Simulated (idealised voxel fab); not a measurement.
process module | voxel transistor to metal
cross-section cut | 170 nm wide | cells 5 nm
A cross-section is a grid of square cells, given in bands from the top down. A band is one or more rows of cells.
Each band's line starts with the height of the band's top and of its bottom, in nm. Then come its materials from left to right, each with its width in nm. One material with "throughout" fills the band from edge to edge. "air" is empty space.
Height 0 is the level under which the wafer as received is all one material. The lowest band goes on downwards, as in "0 down".
A width such as "30 to 40" changes by the same amount from each row of cells to the next, from the band's top row to its bottom row.
"no change" after a step means that no cell of the cross-section changed.
closed voids: empty space of 8 cells or more with no open way to the top, each as width x height at its distance from the left edge, in nm
after a step's settings: what the simulator itself notes on the step
overlay nm, on a step with a mask: how far to the right of its planned place the mask lay; to the left if negative
plan
1 op RECEIVE | material Si
2 op OXIDIZE | depth nm 5
3 op CONFORMAL_DEP | material SiN | thk nm 15
4 op PATTERN | tone cover | mask id ACTIVE | material resist | width nm 95 | thk nm 15 | overlay nm 0
5 op DIRECTIONAL_ETCH | etch materials SiN | depth nm 15
6 op DIRECTIONAL_ETCH | etch materials SiO2 | depth nm 5
7 op DIRECTIONAL_ETCH | etch materials Si | depth nm 25
8 op STRIP | etch materials resist
9 op OXIDIZE | depth nm 5
10 op FILL_DEP | material SiO2 | thk nm 10
11 op CMP | height nm 15
12 op SELECTIVE_ETCH | etch materials SiO2 | depth nm 15
13 op STRIP | etch materials SiN
14 op SELECTIVE_ETCH | etch materials SiO2 | depth nm 5
15 op OXIDIZE | depth nm 5
16 op DIRECTIONAL_DEP | material polySi | thk nm 30
17 op DIRECTIONAL_DEP | material SiCN | thk nm 10
18 op MASKED_ETCH | tone cover | mask id GATE | width nm 25 | etch materials SiCN | depth nm 20 | overlay nm 0
19 op MASKED_ETCH | tone cover | mask id GATE | width nm 25 | etch materials polySi | depth nm 40 | overlay nm 0
20 op CONFORMAL_DEP | material SiN | thk nm 10
21 op DIRECTIONAL_ETCH | etch materials SiN | depth nm 10
22 op DIRECTIONAL_ETCH | etch materials SiO2 | depth nm 5
23 op EPI | material nSi | thk nm 5
24 op FILL_DEP | material SiO2 | thk nm 5
25 op CMP | height nm 35
26 op DIRECTIONAL_DEP | material SiO2 | thk nm 15
27 op PATTERN | tone open | mask id CONTACT | material resist | width nm 25 | pitch nm 60 | thk nm 15 | overlay nm 0
28 op DIRECTIONAL_ETCH | etch materials SiO2 | depth nm 55
29 op STRIP | etch materials resist
30 op CONFORMAL_DEP | material TiN | thk nm 5
31 op FILL_DEP | material Ru | thk nm 5
32 op CMP | height nm 50
33 op CONFORMAL_DEP | material SiN | thk nm 5
34 op DIRECTIONAL_DEP | material SiO2 | thk nm 20
35 op PATTERN | tone open | mask id METAL_1 | material resist | width nm 15 | pitch nm 70 | thk nm 15 | overlay nm 0
36 op DIRECTIONAL_ETCH | etch materials SiO2 | depth nm 20
37 op DIRECTIONAL_ETCH | etch materials SiN | depth nm 5
38 op STRIP | etch materials resist
39 op CONFORMAL_DEP | material TiN | thk nm 5
40 op FILL_DEP | material Ru | thk nm 10
41 op CMP | height nm 75
42 op CONFORMAL_DEP | material SiN | thk nm 5
as received, after step 1
  0 down: Si throughout
  closed voids: none
a wafer at the end: this start, this plan, one mistake
  95 to 90: SiN throughout
  90 to 80: Ru throughout
  80 to 75: TiN 45 | Ru 5 | TiN 65 | Ru 5 | TiN 50
  75 to 55: SiO2 40 | TiN 5 | Ru 5 | TiN 5 | SiO2 55 | TiN 5 | Ru 5 | TiN 5 | SiO2 45
  55 to 50: SiN 40 | TiN 15 | SiN 55 | TiN 15 | SiN 45
  50 to 40: SiO2 40 | TiN 5 | Ru 15 | TiN 5 | SiO2 35 | TiN 5 | Ru 15 | TiN 5 | SiO2 45
  40 to 35: SiO2 40 | TiN 5 | Ru 10 | TiN 10 | SiO2 35 | TiN 10 | Ru 10 | TiN 5 | SiO2 45
  35 to 25: SiO2 40 | TiN 5 | Ru 10 | TiN 5 | SiN 10 | SiCN 25 | SiN 10 | TiN 5 | Ru 10 | TiN 5 | SiO2 45
  25 to 0: SiO2 40 | TiN 5 | Ru 10 | TiN 5 | SiN 10 | polySi 25 | SiN 10 | TiN 5 | Ru 10 | TiN 5 | SiO2 45
  0 to -5: SiO2 40 | TiN 20 | SiN 10 | polySi 25 | SiN 10 | TiN 20 | SiO2 45
  -5 to -10: SiO2 35 | nSi 25 | SiO2 45 | nSi 25 | SiO2 40
  -10 to -35: SiO2 40 | Si 85 | SiO2 45
  -35 down: Si throughout
  closed voids: none
what went wrong: step 41 was left out
